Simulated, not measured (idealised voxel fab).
process module | voxel capacitor over wiring
cross-section cut | 240 nm wide | cells 5 nm
A cross-section is a grid of square cells, given in bands from the top down. A band is one or more rows of cells.
Each band's line starts with the height of the band's top and of its bottom, in nm. Then come its materials from left to right, each with its width in nm. One material with "throughout" fills the band from edge to edge. "air" is empty space.
Height 0 is the level under which the wafer as received is all one material. The lowest band goes on downwards, as in "0 down".
A width such as "30 to 40" changes by the same amount from each row of cells to the next, from the band's top row to its bottom row.
"no change" after a step means that no cell of the cross-section changed.
closed voids: empty space of 8 cells or more with no open way to the top, each as width x height at its distance from the left edge, in nm
after a step's settings: what the simulator itself notes on the step
overlay nm, on a step with a mask: how far to the right of its planned place the mask lay; to the left if negative
plan
1 op RECEIVE | material Si
2 op CONFORMAL_DEP | material SiO2 | thk nm 15
3 op DIRECTIONAL_DEP | material TiN | thk nm 5
4 op DIRECTIONAL_DEP | material Ru | thk nm 25
5 op DIRECTIONAL_DEP | material aC | thk nm 15
6 op PATTERN | tone cover | mask id METAL_1 | material resist | width nm 20 | pitch nm 75 | thk nm 35 | overlay nm -15
7 op DIRECTIONAL_ETCH | etch materials aC | depth nm 15
8 op STRIP | etch materials resist
9 op DIRECTIONAL_ETCH | etch materials Ru | depth nm 25
10 op DIRECTIONAL_ETCH | etch materials TiN | depth nm 5
11 op STRIP | etch materials aC
12 op CONFORMAL_DEP | material SiCN | thk nm 5
13 op FILL_DEP | material lowk | thk nm 5
14 op CMP | height nm 45
15 op CONFORMAL_DEP | material SiCN | thk nm 5
16 op DIRECTIONAL_DEP | material SiO2 | thk nm 15
17 op PATTERN | tone open | mask id PLUG_1 | material resist | width nm 15 | thk nm 20 | overlay nm 0
18 op DIRECTIONAL_ETCH | etch materials SiO2 | depth nm 15
19 op DIRECTIONAL_ETCH | etch materials SiCN | depth nm 5
20 op STRIP | etch materials resist
21 op CONFORMAL_DEP | material TiN | thk nm 5
22 op FILL_DEP | material Ru | thk nm 5
23 op CMP | height nm 65
24 op DIRECTIONAL_DEP | material TiN | thk nm 10
25 op DIRECTIONAL_DEP | material HfO2 | thk nm 5
26 op DIRECTIONAL_DEP | material TiN | thk nm 5
27 op MASKED_ETCH | tone cover | mask id UPPER_PLATE | width nm 60 | etch materials TiN | depth nm 5 | overlay nm 0
28 op MASKED_ETCH | tone cover | mask id UPPER_PLATE | width nm 60 | etch materials HfO2 | depth nm 5 | overlay nm 0
29 op PATTERN | tone cover | mask id LOWER_PLATE | material resist | width nm 70 | thk nm 15 | overlay nm 0
30 op DIRECTIONAL_ETCH | etch materials TiN | depth nm 10
31 op STRIP | etch materials resist
32 op FILL_DEP | material SiO2 | thk nm 20
33 op CMP | height nm 100
34 op DIRECTIONAL_DEP | material aC | thk nm 10
35 op PATTERN | tone open | mask id PLUG_2 | material resist | width nm 15 | thk nm 30 | overlay nm 0
36 op DIRECTIONAL_ETCH | etch materials aC | depth nm 10
37 op STRIP | etch materials resist
38 op DIRECTIONAL_ETCH | etch materials SiO2 | depth nm 15
39 op STRIP | etch materials aC
40 op CONFORMAL_DEP | material TiN | thk nm 5
41 op FILL_DEP | material W | thk nm 5
42 op CMP | height nm 100
43 op CONFORMAL_DEP | material SiCN | thk nm 5
varied across the wafers: overlay nm of step 6. The plan shows the first wafer's value. All wafers start alike
first wafer as received, after step 1
  0 down: Si throughout
  closed voids: none
each wafer at the end: cells of each material gained (+) or lost (-) since it was received, then its closed voids
overlay nm -15 | +12 HfO2 | +43 Ru | +153 SiCN | +554 SiO2 | +64 TiN | +2 W | +180 lowk | closed voids: none
overlay nm -10 | +12 HfO2 | +43 Ru | +153 SiCN | +554 SiO2 | +64 TiN | +2 W | +180 lowk | closed voids: none
overlay nm -5 | +12 HfO2 | +43 Ru | +153 SiCN | +554 SiO2 | +64 TiN | +2 W | +180 lowk | closed voids: none
overlay nm 0 | +12 HfO2 | +43 Ru | +153 SiCN | +554 SiO2 | +64 TiN | +2 W | +180 lowk | closed voids: none
overlay nm 5 | +12 HfO2 | +43 Ru | +153 SiCN | +554 SiO2 | +64 TiN | +2 W | +180 lowk | closed voids: none
overlay nm 10 | +12 HfO2 | +43 Ru | +153 SiCN | +554 SiO2 | +64 TiN | +2 W | +180 lowk | closed voids: none
overlay nm 15 | +12 HfO2 | +43 Ru | +153 SiCN | +554 SiO2 | +64 TiN | +2 W | +180 lowk | closed voids: none
